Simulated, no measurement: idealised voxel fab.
Name of the process module below: voxel self aligned vias
The cross-section on display is named cut; it measures 190 nm wide, and its cells are 5 nm squares.
Notation: cross-section as square-cell grid; stated in bands, top first, going down; one or more cell rows per band. Quick guide to a band line: top height, bottom height (nm) up front; then every material left to right with its width in nm. Only one material and it's marked "everywhere"? Then it fills the band edge to edge. And "empty" just means empty space. We count height from 0. Below that, the starting wafer is all one material. The lowest band never ends at the bottom but goes on down; see "0..down" for how that is written. Note: "30 to 40" means the width goes from the first number (top row of the band) to the second number (bottom row) in equal steps per row of cells. "left unchanged" (step): cross-section cells unchanged, all of them. Closed-off voids of 8+ cells (no open route to the top) go in "Enclosed internal voids", written width x height at distance from the left edge, in nm. Post-settings text on a step line: simulator's own remark regarding the step. The line of a step may include "overlay nm". On a step with a mask, this value is how far to the right of its planned place the mask lay. A negative value means the mask lay to the left. Read the rest as pairs. Take the cross-section before one process step, then the cross-section after it, which shows only down to the lowest band that changed. Under the pair, find the step between them and its settings. Bear in mind that pairs may come from different runs of this module on the same starting wafer: link a pair to the pair above it only where its entry headed "Preceding state" says to.

PRECEDING STATE
* 75..65  30 of aC, 50 of empty, 30 of aC, 50 of empty, 30 of aC
* 65..45  30 of lowk, 50 of empty, 30 of lowk, 50 of empty, 30 of lowk
* 45..35  40 of lowk, 30 of SiN, 50 of lowk, 30 of SiN, 40 of lowk
* 35..20  40 of lowk, 5 of TiN, 20 of Ru, 5 of TiN, 50 of lowk, 5 of TiN, 20 of Ru, 5 of TiN, 40 of lowk
* 20..15  40 of lowk, 30 of TiN, 50 of lowk, 30 of TiN, 40 of lowk
* 15..5  SiO2 everywhere
* 5..0  SiCN everywhere
* 0..down  Si everywhere
* Enclosed internal voids: none

AS PROCESSED
* 75..65  30 of aC, 50 of empty, 30 of aC, 50 of empty, 30 of aC
* 65..45  30 of lowk, 50 of empty, 30 of lowk, 50 of empty, 30 of lowk
* 45..35  40 of lowk, 30 of empty, 50 of lowk, 30 of empty, 40 of lowk
* Unchanged below 35.
* Enclosed internal voids: none
Relating the two cross-sections above, the step in between is DIRECTIONAL_ETCH, etch materials SiN, depth nm 10

Preceding state: refer to the pair immediately above; the cross-section shown after its step is the state before this one.

AS PROCESSED
* 65..45  30 of lowk, 50 of empty, 30 of lowk, 50 of empty, 30 of lowk
* Unchanged below 45.
* Enclosed internal voids: none
Relating the two cross-sections above, the step in between is STRIP, etch materials aC

Preceding state: refer to the pair immediately above; the cross-section shown after its step is the state before this one.

AS PROCESSED
* 70..65  35 of TiN, 40 of empty, 40 of TiN, 40 of empty, 35 of TiN
* 65..50  30 of lowk, 5 of TiN, 40 of empty, 5 of TiN, 30 of lowk, 5 of TiN, 40 of empty, 5 of TiN, 30 of lowk
* 50..40  30 to 40 of lowk, 15 to 5 of TiN, 20 of empty, 15 to 5 of TiN, 30 to 50 of lowk, 15 to 5 of TiN, 20 of empty, 15 to 5 of TiN, 30 to 40 of lowk
* 40..35  40 of lowk, 30 of TiN, 50 of lowk, 30 of TiN, 40 of lowk
* Unchanged below 35.
* Enclosed internal voids: none
Relating the two cross-sections above, the step in between is CONFORMAL_DEP, material TiN, thk nm 5

Preceding state: refer to the pair immediately above; the cross-section shown after its step is the state before this one.

AS PROCESSED
* 75..70  W everywhere
* 70..65  35 of TiN, 40 of W, 40 of TiN, 40 of W, 35 of TiN
* 65..50  30 of lowk, 5 of TiN, 40 of W, 5 of TiN, 30 of lowk, 5 of TiN, 40 of W, 5 of TiN, 30 of lowk
* 50..40  30 to 40 of lowk, 15 to 5 of TiN, 20 of W, 15 to 5 of TiN, 30 to 50 of lowk, 15 to 5 of TiN, 20 of W, 15 to 5 of TiN, 30 to 40 of lowk
* Unchanged below 40.
* Enclosed internal voids: none
Relating the two cross-sections above, the step in between is FILL_DEP, material W, thk nm 5

Preceding state: refer to the pair immediately above; the cross-section shown after its step is the state before this one.

AS PROCESSED
* 65..50  30 of lowk, 5 of TiN, 40 of W, 5 of TiN, 30 of lowk, 5 of TiN, 40 of W, 5 of TiN, 30 of lowk
* Unchanged below 50.
* Enclosed internal voids: none
Relating the two cross-sections above, the step in between is CMP, height nm 65

Preceding state: refer to the pair immediately above; the cross-section shown after its step is the state before this one.

AS PROCESSED
* 70..65  SiCN everywhere
* Unchanged below 65.
* Enclosed internal voids: none
Relating the two cross-sections above, the step in between is CONFORMAL_DEP, material SiCN, thk nm 5

PRECEDING STATE
* 75..65  30 of aC, 50 of empty, 30 of aC, 50 of empty, 30 of aC
* 65..45  30 of lowk, 50 of empty, 30 of lowk, 50 of empty, 30 of lowk
* 45..35  40 of lowk, 30 of SiN, 50 of lowk, 30 of SiN, 40 of lowk
* 35..20  40 of lowk, 5 of TiN, 20 of Ru, 5 of TiN, 50 of lowk, 5 of TiN, 20 of Ru, 5 of TiN, 40 of lowk
* 20..15  40 of lowk, 30 of TiN, 50 of lowk, 30 of TiN, 40 of lowk
* 15..10  SiCN everywhere
* 10..0  SiO2 everywhere
* 0..down  Si everywhere
* Enclosed internal voids: none

AS PROCESSED
* 75..65  30 of aC, 50 of empty, 30 of aC, 50 of empty, 30 of aC
* 65..45  30 of lowk, 50 of empty, 30 of lowk, 50 of empty, 30 of lowk
* 45..40  40 of lowk, 30 of empty, 50 of lowk, 30 of empty, 40 of lowk
* Unchanged below 40.
* Enclosed internal voids: none
Relating the two cross-sections above, the step in between is DIRECTIONAL_ETCH, etch materials SiN, depth nm 5

Preceding state: refer to the pair immediately above; the cross-section shown after its step is the state before this one.

AS PROCESSED
* 65..45  30 of lowk, 50 of empty, 30 of lowk, 50 of empty, 30 of lowk
* Unchanged below 45.
* Enclosed internal voids: none
Relating the two cross-sections above, the step in between is STRIP, etch materials aC

Preceding state: refer to the pair immediately above; the cross-section shown after its step is the state before this one.

AS PROCESSED
* 70..65  35 of TiN, 40 of empty, 40 of TiN, 40 of empty, 35 of TiN
* 65..50  30 of lowk, 5 of TiN, 40 of empty, 5 of TiN, 30 of lowk, 5 of TiN, 40 of empty, 5 of TiN, 30 of lowk
* 50..45  30 of lowk, 15 of TiN, 20 of empty, 15 of TiN, 30 of lowk, 15 of TiN, 20 of empty, 15 of TiN, 30 of lowk
* 45..40  40 of lowk, 30 of TiN, 50 of lowk, 30 of TiN, 40 of lowk
* Unchanged below 40.
* Enclosed internal voids: none
Relating the two cross-sections above, the step in between is CONFORMAL_DEP, material TiN, thk nm 5

Preceding state: refer to the pair immediately above; the cross-section shown after its step is the state before this one.

AS PROCESSED
* 75..70  W everywhere
* 70..65  35 of TiN, 40 of W, 40 of TiN, 40 of W, 35 of TiN
* 65..50  30 of lowk, 5 of TiN, 40 of W, 5 of TiN, 30 of lowk, 5 of TiN, 40 of W, 5 of TiN, 30 of lowk
* 50..45  30 of lowk, 15 of TiN, 20 of W, 15 of TiN, 30 of lowk, 15 of TiN, 20 of W, 15 of TiN, 30 of lowk
* Unchanged below 45.
* Enclosed internal voids: none
Relating the two cross-sections above, the step in between is FILL_DEP, material W, thk nm 5

Preceding state: refer to the pair immediately above; the cross-section shown after its step is the state before this one.

AS PROCESSED
* 65..50  30 of lowk, 5 of TiN, 40 of W, 5 of TiN, 30 of lowk, 5 of TiN, 40 of W, 5 of TiN, 30 of lowk
* Unchanged below 50.
* Enclosed internal voids: none
Relating the two cross-sections above, the step in between is CMP, height nm 65

Preceding state: refer to the pair immediately above; the cross-section shown after its step is the state before this one.

AS PROCESSED
* 70..65  SiCN everywhere
* Unchanged below 65.
* Enclosed internal voids: none
Relating the two cross-sections above, the step in between is CONFORMAL_DEP, material SiCN, thk nm 5

PRECEDING STATE
* 75..65  aC everywhere
* 65..45  lowk everywhere
* 45..35  40 of lowk, 30 of SiN, 50 of lowk, 30 of SiN, 40 of lowk
* 35..20  40 of lowk, 5 of TiN, 20 of Ru, 5 of TiN, 50 of lowk, 5 of TiN, 20 of Ru, 5 of TiN, 40 of lowk
* 20..15  40 of lowk, 30 of TiN, 50 of lowk, 30 of TiN, 40 of lowk
* 15..10  SiCN everywhere
* 10..0  SiO2 everywhere
* 0..down  Si everywhere
* Enclosed internal voids: none

AS PROCESSED
* 100..75  35 of resist, 45 of empty, 35 of resist, 45 of empty, 30 of resist
* Unchanged below 75.
* Enclosed internal voids: none
Relating the two cross-sections above, the step in between is PATTERN, tone open, mask id VIAS, material resist, width nm 45, pitch nm 80, thk nm 25, overlay nm 0

Preceding state: refer to the pair immediately above; the cross-section shown after its step is the state before this one.

AS PROCESSED
* 90..75  35 of resist, 45 of empty, 35 of resist, 45 of empty, 30 of resist
* 75..65  35 of aC, 45 of empty, 35 of aC, 45 of empty, 30 of aC
* Unchanged below 65.
* Enclosed internal voids: none
Relating the two cross-sections above, the step in between is DIRECTIONAL_ETCH, etch materials aC, depth nm 10

Preceding state: refer to the pair immediately above; the cross-section shown after its step is the state before this one.

AS PROCESSED
* 75..65  35 of aC, 45 of empty, 35 of aC, 45 of empty, 30 of aC
* Unchanged below 65.
* Enclosed internal voids: none
Relating the two cross-sections above, the step in between is STRIP, etch materials resist

Preceding state: refer to the pair immediately above; the cross-section shown after its step is the state before this one.

AS PROCESSED
* 75..65  35 of aC, 45 of empty, 35 of aC, 45 of empty, 30 of aC
* 65..45  35 of lowk, 45 of empty, 35 of lowk, 45 of empty, 30 of lowk
* Unchanged below 45.
* Enclosed internal voids: none
Relating the two cross-sections above, the step in between is DIRECTIONAL_ETCH, etch materials lowk, depth nm 20

Preceding state: refer to the pair immediately above; the cross-section shown after its step is the state before this one.

AS PROCESSED
* 75..65  35 of aC, 45 of empty, 35 of aC, 45 of empty, 30 of aC
* 65..45  35 of lowk, 45 of empty, 35 of lowk, 45 of empty, 30 of lowk
* 45..35  40 of lowk, 30 of empty, 50 of lowk, 30 of empty, 40 of lowk
* Unchanged below 35.
* Enclosed internal voids: none
Relating the two cross-sections above, the step in between is DIRECTIONAL_ETCH, etch materials SiN, depth nm 10

Preceding state: refer to the pair immediately above; the cross-section shown after its step is the state before this one.

AS PROCESSED
* 65..45  35 of lowk, 45 of empty, 35 of lowk, 45 of empty, 30 of lowk
* Unchanged below 45.
* Enclosed internal voids: none
Relating the two cross-sections above, the step in between is STRIP, etch materials aC

Preceding state: refer to the pair immediately above; the cross-section shown after its step is the state before this one.

AS PROCESSED
* 70..65  40 of TiN, 35 of empty, 45 of TiN, 35 of empty, 35 of TiN
* 65..50  35 of lowk, 5 of TiN, 35 of empty, 5 of TiN, 35 of lowk, 5 of TiN, 35 of empty, 5 of TiN, 30 of lowk
* 50..40  35 to 40 of lowk, 10 to 5 of TiN, 20 of empty, 15 to 5 of TiN, 35 to 50 of lowk, 10 to 5 of TiN, 20 of empty, 15 to 5 of TiN, 30 to 40 of lowk
* 40..35  40 of lowk, 30 of TiN, 50 of lowk, 30 of TiN, 40 of lowk
* Unchanged below 35.
* Enclosed internal voids: none
Relating the two cross-sections above, the step in between is CONFORMAL_DEP, material TiN, thk nm 5

Preceding state: refer to the pair immediately above; the cross-section shown after its step is the state before this one.

AS PROCESSED
* 75..70  W everywhere
* 70..65  40 of TiN, 35 of W, 45 of TiN, 35 of W, 35 of TiN
* 65..50  35 of lowk, 5 of TiN, 35 of W, 5 of TiN, 35 of lowk, 5 of TiN, 35 of W, 5 of TiN, 30 of lowk
* 50..40  35 to 40 of lowk, 10 to 5 of TiN, 20 of W, 15 to 5 of TiN, 35 to 50 of lowk, 10 to 5 of TiN, 20 of W, 15 to 5 of TiN, 30 to 40 of lowk
* Unchanged below 40.
* Enclosed internal voids: none
Relating the two cross-sections above, the step in between is FILL_DEP, material W, thk nm 5

Preceding state: refer to the pair immediately above; the cross-section shown after its step is the state before this one.

AS PROCESSED
* 65..50  35 of lowk, 5 of TiN, 35 of W, 5 of TiN, 35 of lowk, 5 of TiN, 35 of W, 5 of TiN, 30 of lowk
* Unchanged below 50.
* Enclosed internal voids: none
Relating the two cross-sections above, the step in between is CMP, height nm 65

Preceding state: refer to the pair immediately above; the cross-section shown after its step is the state before this one.

AS PROCESSED
* 70..65  SiCN everywhere
* Unchanged below 65.
* Enclosed internal voids: none
Relating the two cross-sections above, the step in between is CONFORMAL_DEP, material SiCN, thk nm 5

PRECEDING STATE
* 55..45  aC everywhere
* 45..15  lowk everywhere
* 15..10  SiCN everywhere
* 10..0  SiO2 everywhere
* 0..down  Si everywhere
* Enclosed internal voids: none

AS PROCESSED
* 80..55  45 of resist, 30 of empty, 50 of resist, 30 of empty, 35 of resist
* Unchanged below 55.
* Enclosed internal voids: none
Relating the two cross-sections above, the step in between is PATTERN, tone open, mask id LINES, material resist, width nm 30, pitch nm 80, thk nm 25, overlay nm 5

Preceding state: refer to the pair immediately above; the cross-section shown after its step is the state before this one.

AS PROCESSED
* 70..55  45 of resist, 30 of empty, 50 of resist, 30 of empty, 35 of resist
* 55..45  45 of aC, 30 of empty, 50 of aC, 30 of empty, 35 of aC
* Unchanged below 45.
* Enclosed internal voids: none
Relating the two cross-sections above, the step in between is DIRECTIONAL_ETCH, etch materials aC, depth nm 10

Preceding state: refer to the pair immediately above; the cross-section shown after its step is the state before this one.

AS PROCESSED
* 55..45  45 of aC, 30 of empty, 50 of aC, 30 of empty, 35 of aC
* Unchanged below 45.
* Enclosed internal voids: none
Relating the two cross-sections above, the step in between is STRIP, etch materials resist

Preceding state: refer to the pair immediately above; the cross-section shown after its step is the state before this one.

AS PROCESSED
* 55..45  45 of aC, 30 of empty, 50 of aC, 30 of empty, 35 of aC
* 45..15  45 of lowk, 30 of empty, 50 of lowk, 30 of empty, 35 of lowk
* Unchanged below 15.
* Enclosed internal voids: none
Relating the two cross-sections above, the step in between is DIRECTIONAL_ETCH, etch materials lowk, depth nm 30

Preceding state: refer to the pair immediately above; the cross-section shown after its step is the state before this one.

AS PROCESSED
* 45..15  45 of lowk, 30 of empty, 50 of lowk, 30 of empty, 35 of lowk
* Unchanged below 15.
* Enclosed internal voids: none
Relating the two cross-sections above, the step in between is STRIP, etch materials aC

Preceding state: refer to the pair immediately above; the cross-section shown after its step is the state before this one.

AS PROCESSED
* 50..45  50 of TiN, 20 of empty, 60 of TiN, 20 of empty, 40 of TiN
* 45..20  45 of lowk, 5 of TiN, 20 of empty, 5 of TiN, 50 of lowk, 5 of TiN, 20 of empty, 5 of TiN, 35 of lowk
* 20..15  45 of lowk, 30 of TiN, 50 of lowk, 30 of TiN, 35 of lowk
* Unchanged below 15.
* Enclosed internal voids: none
Relating the two cross-sections above, the step in between is CONFORMAL_DEP, material TiN, thk nm 5

Preceding state: refer to the pair immediately above; the cross-section shown after its step is the state before this one.

AS PROCESSED
* 55..50  Ru everywhere
* 50..45  50 of TiN, 20 of Ru, 60 of TiN, 20 of Ru, 40 of TiN
* 45..20  45 of lowk, 5 of TiN, 20 of Ru, 5 of TiN, 50 of lowk, 5 of TiN, 20 of Ru, 5 of TiN, 35 of lowk
* Unchanged below 20.
* Enclosed internal voids: none
Relating the two cross-sections above, the step in between is FILL_DEP, material Ru, thk nm 5

Preceding state: refer to the pair immediately above; the cross-section shown after its step is the state before this one.

AS PROCESSED
* 45..20  45 of lowk, 5 of TiN, 20 of Ru, 5 of TiN, 50 of lowk, 5 of TiN, 20 of Ru, 5 of TiN, 35 of lowk
* Unchanged below 20.
* Enclosed internal voids: none
Relating the two cross-sections above, the step in between is CMP, height nm 45

Preceding state: refer to the pair immediately above; the cross-section shown after its step is the state before this one.

AS PROCESSED
* 45..35  45 of lowk, 30 of empty, 50 of lowk, 30 of empty, 35 of lowk
* Unchanged below 35.
* Enclosed internal voids: none
Relating the two cross-sections above, the step in between is SELECTIVE_ETCH, etch materials W Ru TiN, depth nm 10

Preceding state: refer to the pair immediately above; the cross-section shown after its step is the state before this one.

AS PROCESSED
* 50..45  SiN everywhere
* 45..35  45 of lowk, 30 of SiN, 50 of lowk, 30 of SiN, 35 of lowk
* Unchanged below 35.
* Enclosed internal voids: none
Relating the two cross-sections above, the step in between is FILL_DEP, material SiN, thk nm 5

Preceding state: refer to the pair immediately above; the cross-section shown after its step is the state before this one.

AS PROCESSED
* 45..35  45 of lowk, 30 of SiN, 50 of lowk, 30 of SiN, 35 of lowk
* Unchanged below 35.
* Enclosed internal voids: none
Relating the two cross-sections above, the step in between is CMP, height nm 45

Preceding state: refer to the pair immediately above; the cross-section shown after its step is the state before this one.

AS PROCESSED
* 65..45  lowk everywhere
* Unchanged below 45.
* Enclosed internal voids: none
Relating the two cross-sections above, the step in between is DIRECTIONAL_DEP, material lowk, thk nm 20

Preceding state: refer to the pair immediately above; the cross-section shown after its step is the state before this one.

AS PROCESSED
* 75..65  aC everywhere
* Unchanged below 65.
* Enclosed internal voids: none
Relating the two cross-sections above, the step in between is DIRECTIONAL_DEP, material aC, thk nm 10

Preceding state: refer to the pair immediately above; the cross-section shown after its step is the state before this one.

AS PROCESSED
* 100..75  30 of resist, 50 of empty, 30 of resist, 50 of empty, 30 of resist
* Unchanged below 75.
* Enclosed internal voids: none
Relating the two cross-sections above, the step in between is PATTERN, tone open, mask id VIAS, material resist, width nm 50, pitch nm 80, thk nm 25, overlay nm 0

Preceding state: refer to the pair immediately above; the cross-section shown after its step is the state before this one.

AS PROCESSED
* 90..75  30 of resist, 50 of empty, 30 of resist, 50 of empty, 30 of resist
* 75..65  30 of aC, 50 of empty, 30 of aC, 50 of empty, 30 of aC
* Unchanged below 65.
* Enclosed internal voids: none
Relating the two cross-sections above, the step in between is DIRECTIONAL_ETCH, etch materials aC, depth nm 10

Preceding state: refer to the pair immediately above; the cross-section shown after its step is the state before this one.

AS PROCESSED
* 75..65  30 of aC, 50 of empty, 30 of aC, 50 of empty, 30 of aC
* Unchanged below 65.
* Enclosed internal voids: none
Relating the two cross-sections above, the step in between is STRIP, etch materials resist

Preceding state: refer to the pair immediately above; the cross-section shown after its step is the state before this one.

AS PROCESSED
* 75..65  30 of aC, 50 of empty, 30 of aC, 50 of empty, 30 of aC
* 65..45  30 of lowk, 50 of empty, 30 of lowk, 50 of empty, 30 of lowk
* Unchanged below 45.
* Enclosed internal voids: none
Relating the two cross-sections above, the step in between is DIRECTIONAL_ETCH, etch materials lowk, depth nm 20

Preceding state: refer to the pair immediately above; the cross-section shown after its step is the state before this one.

AS PROCESSED
* 75..65  30 of aC, 50 of empty, 30 of aC, 50 of empty, 30 of aC
* 65..45  30 of lowk, 50 of empty, 30 of lowk, 50 of empty, 30 of lowk
* 45..35  45 of lowk, 30 of empty, 50 of lowk, 30 of empty, 35 of lowk
* Unchanged below 35.
* Enclosed internal voids: none
Relating the two cross-sections above, the step in between is DIRECTIONAL_ETCH, etch materials SiN, depth nm 10

Preceding state: refer to the pair immediately above; the cross-section shown after its step is the state before this one.

AS PROCESSED
* 65..45  30 of lowk, 50 of empty, 30 of lowk, 50 of empty, 30 of lowk
* Unchanged below 45.
* Enclosed internal voids: none
Relating the two cross-sections above, the step in between is STRIP, etch materials aC

Preceding state: refer to the pair immediately above; the cross-section shown after its step is the state before this one.

AS PROCESSED
* 70..65  35 of TiN, 40 of empty, 40 of TiN, 40 of empty, 35 of TiN
* 65..50  30 of lowk, 5 of TiN, 40 of empty, 5 of TiN, 30 of lowk, 5 of TiN, 40 of empty, 5 of TiN, 30 of lowk
* 50..40  30 to 45 of lowk, 20 to 5 of TiN, 20 of empty, 10 to 5 of TiN, 30 to 50 of lowk, 20 to 5 of TiN, 20 of empty, 10 to 5 of TiN, 30 to 35 of lowk
* 40..35  45 of lowk, 30 of TiN, 50 of lowk, 30 of TiN, 35 of lowk
* Unchanged below 35.
* Enclosed internal voids: none
Relating the two cross-sections above, the step in between is CONFORMAL_DEP, material TiN, thk nm 5

Preceding state: refer to the pair immediately above; the cross-section shown after its step is the state before this one.

AS PROCESSED
* 75..70  W everywhere
* 70..65  35 of TiN, 40 of W, 40 of TiN, 40 of W, 35 of TiN
* 65..50  30 of lowk, 5 of TiN, 40 of W, 5 of TiN, 30 of lowk, 5 of TiN, 40 of W, 5 of TiN, 30 of lowk
* 50..40  30 to 45 of lowk, 20 to 5 of TiN, 20 of W, 10 to 5 of TiN, 30 to 50 of lowk, 20 to 5 of TiN, 20 of W, 10 to 5 of TiN, 30 to 35 of lowk
* Unchanged below 40.
* Enclosed internal voids: none
Relating the two cross-sections above, the step in between is FILL_DEP, material W, thk nm 5

Preceding state: refer to the pair immediately above; the cross-section shown after its step is the state before this one.

AS PROCESSED
* 65..50  30 of lowk, 5 of TiN, 40 of W, 5 of TiN, 30 of lowk, 5 of TiN, 40 of W, 5 of TiN, 30 of lowk
* Unchanged below 50.
* Enclosed internal voids: none
Relating the two cross-sections above, the step in between is CMP, height nm 65

Preceding state: refer to the pair immediately above; the cross-section shown after its step is the state before this one.

AS PROCESSED
* 70..65  SiCN everywhere
* Unchanged below 65.
* Enclosed internal voids: none
Relating the two cross-sections above, the step in between is CONFORMAL_DEP, material SiCN, thk nm 5

PRECEDING STATE
* 45..20  40 of lowk, 5 of TiN, 20 of Ru, 5 of TiN, 50 of lowk, 5 of TiN, 20 of Ru, 5 of TiN, 40 of lowk
* 20..15  40 of lowk, 30 of TiN, 50 of lowk, 30 of TiN, 40 of lowk
* 15..10  SiCN everywhere
* 10..0  SiO2 everywhere
* 0..down  Si everywhere
* Enclosed internal voids: none

AS PROCESSED
* 45..35  40 of lowk, 5 of TiN, 20 of empty, 5 of TiN, 50 of lowk, 5 of TiN, 20 of empty, 5 of TiN, 40 of lowk
* Unchanged below 35.
* Enclosed internal voids: none
Relating the two cross-sections above, the step in between is SELECTIVE_ETCH, etch materials Ru, depth nm 10

Preceding state: refer to the pair immediately above; the cross-section shown after its step is the state before this one.

AS PROCESSED
* 50..45  SiN everywhere
* 45..35  40 of lowk, 5 of TiN, 20 of SiN, 5 of TiN, 50 of lowk, 5 of TiN, 20 of SiN, 5 of TiN, 40 of lowk
* Unchanged below 35.
* Enclosed internal voids: none
Relating the two cross-sections above, the step in between is FILL_DEP, material SiN, thk nm 5

Preceding state: refer to the pair immediately above; the cross-section shown after its step is the state before this one.

AS PROCESSED
* 45..35  40 of lowk, 5 of TiN, 20 of SiN, 5 of TiN, 50 of lowk, 5 of TiN, 20 of SiN, 5 of TiN, 40 of lowk
* Unchanged below 35.
* Enclosed internal voids: none
Relating the two cross-sections above, the step in between is CMP, height nm 45

Preceding state: refer to the pair immediately above; the cross-section shown after its step is the state before this one.

AS PROCESSED
* 65..45  lowk everywhere
* Unchanged below 45.
* Enclosed internal voids: none
Relating the two cross-sections above, the step in between is DIRECTIONAL_DEP, material lowk, thk nm 20

Preceding state: refer to the pair immediately above; the cross-section shown after its step is the state before this one.

AS PROCESSED
* 75..65  aC everywhere
* Unchanged below 65.
* Enclosed internal voids: none
Relating the two cross-sections above, the step in between is DIRECTIONAL_DEP, material aC, thk nm 10

Preceding state: refer to the pair immediately above; the cross-section shown after its step is the state before this one.

AS PROCESSED
* 100..75  30 of resist, 50 of empty, 30 of resist, 50 of empty, 30 of resist
* Unchanged below 75.
* Enclosed internal voids: none
Relating the two cross-sections above, the step in between is PATTERN, tone open, mask id VIAS, material resist, width nm 50, pitch nm 80, thk nm 25, overlay nm 0

Preceding state: refer to the pair immediately above; the cross-section shown after its step is the state before this one.

AS PROCESSED
* 90..75  30 of resist, 50 of empty, 30 of resist, 50 of empty, 30 of resist
* 75..65  30 of aC, 50 of empty, 30 of aC, 50 of empty, 30 of aC
* Unchanged below 65.
* Enclosed internal voids: none
Relating the two cross-sections above, the step in between is DIRECTIONAL_ETCH, etch materials aC, depth nm 10

Preceding state: refer to the pair immediately above; the cross-section shown after its step is the state before this one.

AS PROCESSED
* 75..65  30 of aC, 50 of empty, 30 of aC, 50 of empty, 30 of aC
* Unchanged below 65.
* Enclosed internal voids: none
Relating the two cross-sections above, the step in between is STRIP, etch materials resist

Preceding state: refer to the pair immediately above; the cross-section shown after its step is the state before this one.

AS PROCESSED
* 75..65  30 of aC, 50 of empty, 30 of aC, 50 of empty, 30 of aC
* 65..45  30 of lowk, 50 of empty, 30 of lowk, 50 of empty, 30 of lowk
* Unchanged below 45.
* Enclosed internal voids: none
Relating the two cross-sections above, the step in between is DIRECTIONAL_ETCH, etch materials lowk, depth nm 20

Preceding state: refer to the pair immediately above; the cross-section shown after its step is the state before this one.

AS PROCESSED
* 75..65  30 of aC, 50 of empty, 30 of aC, 50 of empty, 30 of aC
* 65..45  30 of lowk, 50 of empty, 30 of lowk, 50 of empty, 30 of lowk
* 45..35  40 of lowk, 5 of TiN, 20 of empty, 5 of TiN, 50 of lowk, 5 of TiN, 20 of empty, 5 of TiN, 40 of lowk
* Unchanged below 35.
* Enclosed internal voids: none
Relating the two cross-sections above, the step in between is DIRECTIONAL_ETCH, etch materials SiN, depth nm 10

Preceding state: refer to the pair immediately above; the cross-section shown after its step is the state before this one.

AS PROCESSED
* 65..45  30 of lowk, 50 of empty, 30 of lowk, 50 of empty, 30 of lowk
* Unchanged below 45.
* Enclosed internal voids: none
Relating the two cross-sections above, the step in between is STRIP, etch materials aC

Preceding state: refer to the pair immediately above; the cross-section shown after its step is the state before this one.

AS PROCESSED
* 70..65  35 of TiN, 40 of empty, 40 of TiN, 40 of empty, 35 of TiN
* 65..50  30 of lowk, 5 of TiN, 40 of empty, 5 of TiN, 30 of lowk, 5 of TiN, 40 of empty, 5 of TiN, 30 of lowk
* 50..40  30 to 40 of lowk, 20 to 10 of TiN, 10 of empty, 20 to 10 of TiN, 30 to 50 of lowk, 20 to 10 of TiN, 10 of empty, 20 to 10 of TiN, 30 to 40 of lowk
* 40..35  40 of lowk, 30 of TiN, 50 of lowk, 30 of TiN, 40 of lowk
* Unchanged below 35.
* Enclosed internal voids: none
Relating the two cross-sections above, the step in between is CONFORMAL_DEP, material TiN, thk nm 5

Preceding state: refer to the pair immediately above; the cross-section shown after its step is the state before this one.

AS PROCESSED
* 75..70  W everywhere
* 70..65  35 of TiN, 40 of W, 40 of TiN, 40 of W, 35 of TiN
* 65..50  30 of lowk, 5 of TiN, 40 of W, 5 of TiN, 30 of lowk, 5 of TiN, 40 of W, 5 of TiN, 30 of lowk
* 50..40  30 to 40 of lowk, 20 to 10 of TiN, 10 of W, 20 to 10 of TiN, 30 to 50 of lowk, 20 to 10 of TiN, 10 of W, 20 to 10 of TiN, 30 to 40 of lowk
* Unchanged below 40.
* Enclosed internal voids: none
Relating the two cross-sections above, the step in between is FILL_DEP, material W, thk nm 5

Preceding state: refer to the pair immediately above; the cross-section shown after its step is the state before this one.

AS PROCESSED
* 65..50  30 of lowk, 5 of TiN, 40 of W, 5 of TiN, 30 of lowk, 5 of TiN, 40 of W, 5 of TiN, 30 of lowk
* Unchanged below 50.
* Enclosed internal voids: none
Relating the two cross-sections above, the step in between is CMP, height nm 65

Preceding state: refer to the pair immediately above; the cross-section shown after its step is the state before this one.

AS PROCESSED
* 70..65  SiCN everywhere
* Unchanged below 65.
* Enclosed internal voids: none
Relating the two cross-sections above, the step in between is CONFORMAL_DEP, material SiCN, thk nm 5

PRECEDING STATE
* 55..45  aC everywhere
* 45..15  lowk everywhere
* 15..10  SiCN everywhere
* 10..0  SiO2 everywhere
* 0..down  Si everywhere
* Enclosed internal voids: none

AS PROCESSED
* 80..55  40 of empty, 30 of resist, 50 of empty, 30 of resist, 40 of empty
* Unchanged below 55.
* Enclosed internal voids: none
Relating the two cross-sections above, the step in between is PATTERN, tone cover, mask id LINES, material resist, width nm 30, pitch nm 80, thk nm 25, overlay nm 0

Preceding state: refer to the pair immediately above; the cross-section shown after its step is the state before this one.

AS PROCESSED
* 70..55  40 of empty, 30 of resist, 50 of empty, 30 of resist, 40 of empty
* 55..45  40 of empty, 30 of aC, 50 of empty, 30 of aC, 40 of empty
* Unchanged below 45.
* Enclosed internal voids: none
Relating the two cross-sections above, the step in between is DIRECTIONAL_ETCH, etch materials aC, depth nm 10

Preceding state: refer to the pair immediately above; the cross-section shown after its step is the state before this one.

AS PROCESSED
* 55..45  40 of empty, 30 of aC, 50 of empty, 30 of aC, 40 of empty
* Unchanged below 45.
* Enclosed internal voids: none
Relating the two cross-sections above, the step in between is STRIP, etch materials resist

Preceding state: refer to the pair immediately above; the cross-section shown after its step is the state before this one.

AS PROCESSED
* 55..45  40 of empty, 30 of aC, 50 of empty, 30 of aC, 40 of empty
* 45..15  40 of empty, 30 of lowk, 50 of empty, 30 of lowk, 40 of empty
* Unchanged below 15.
* Enclosed internal voids: none
Relating the two cross-sections above, the step in between is DIRECTIONAL_ETCH, etch materials lowk, depth nm 30

Preceding state: refer to the pair immediately above; the cross-section shown after its step is the state before this one.

AS PROCESSED
* 45..15  40 of empty, 30 of lowk, 50 of empty, 30 of lowk, 40 of empty
* Unchanged below 15.
* Enclosed internal voids: none
Relating the two cross-sections above, the step in between is STRIP, etch materials aC

Preceding state: refer to the pair immediately above; the cross-section shown after its step is the state before this one.

AS PROCESSED
* 50..45  35 of empty, 40 of TiN, 40 of empty, 40 of TiN, 35 of empty
* 45..20  35 of empty, 5 of TiN, 30 of lowk, 5 of TiN, 40 of empty, 5 of TiN, 30 of lowk, 5 of TiN, 35 of empty
* 20..15  40 of TiN, 30 of lowk, 50 of TiN, 30 of lowk, 40 of TiN
* Unchanged below 15.
* Enclosed internal voids: none
Relating the two cross-sections above, the step in between is CONFORMAL_DEP, material TiN, thk nm 5

Preceding state: refer to the pair immediately above; the cross-section shown after its step is the state before this one.

AS PROCESSED
* 55..50  Ru everywhere
* 50..45  35 of Ru, 40 of TiN, 40 of Ru, 40 of TiN, 35 of Ru
* 45..20  35 of Ru, 5 of TiN, 30 of lowk, 5 of TiN, 40 of Ru, 5 of TiN, 30 of lowk, 5 of TiN, 35 of Ru
* Unchanged below 20.
* Enclosed internal voids: none
Relating the two cross-sections above, the step in between is FILL_DEP, material Ru, thk nm 5

Preceding state: refer to the pair immediately above; the cross-section shown after its step is the state before this one.

AS PROCESSED
* 45..20  35 of Ru, 5 of TiN, 30 of lowk, 5 of TiN, 40 of Ru, 5 of TiN, 30 of lowk, 5 of TiN, 35 of Ru
* Unchanged below 20.
* Enclosed internal voids: none
Relating the two cross-sections above, the step in between is CMP, height nm 45
